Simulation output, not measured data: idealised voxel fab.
process module | voxel air gaps
cross-section cut | 165 nm wide | cells 5 nm
A cross-section is a grid of square cells, given in bands from the top down. A band is one or more rows of cells.
Each band's line starts with the height of the band's top and of its bottom, in nm. Then come its materials from left to right, each with its width in nm. One material with "throughout" fills the band from edge to edge. "air" is empty space.
Height 0 is the level under which the wafer as received is all one material. The lowest band goes on downwards, as in "0 down".
A width such as "30 to 40" changes by the same amount from each row of cells to the next, from the band's top row to its bottom row.
"no change" after a step means that no cell of the cross-section changed.
closed voids: empty space of 8 cells or more with no open way to the top, each as width x height at its distance from the left edge, in nm
after a step's settings: what the simulator itself notes on the step
overlay nm, on a step with a mask: how far to the right of its planned place the mask lay; to the left if negative
plan
1 op RECEIVE | material Si
2 op CONFORMAL_DEP | material SiO2 | thk nm 10
3 op CONFORMAL_DEP | material SiN | thk nm 5
4 op DIRECTIONAL_DEP | material lowk | thk nm 35
5 op PATTERN | tone open | mask id LINES | material resist | width nm 15 | pitch nm 40 | thk nm 15 | overlay nm 0
6 op DIRECTIONAL_ETCH | etch materials lowk | depth nm 35
7 op STRIP | etch materials resist
8 op CONFORMAL_DEP | material TiN | thk nm 5
9 op FILL_DEP | material W | thk nm 5
10 op CMP | height nm 50
11 op EPI | material Ru | thk nm 10
12 op SELECTIVE_ETCH | etch materials lowk | depth nm 45
13 op CONFORMAL_DEP | material SiCN | thk nm 5
varied across the wafers: width nm of step 5. The plan shows the first wafer's value. All wafers start alike
first wafer as received, after step 1
  0 down: Si throughout
  closed voids: none
each wafer at the end: cells of each material gained (+) or lost (-) since it was received, then its closed voids
width nm 15 | +42 Ru | +103 SiCN | +33 SiN | +66 SiO2 | +45 TiN | +18 W | closed voids: 15 x 25 at 55; 15 x 25 at 95
width nm 20 | +48 Ru | +59 SiCN | +33 SiN | +66 SiO2 | +48 TiN | +36 W | +56 lowk | closed voids: none
width nm 25 | +50 Ru | +59 SiCN | +33 SiN | +66 SiO2 | +51 TiN | +54 W | +42 lowk | closed voids: none
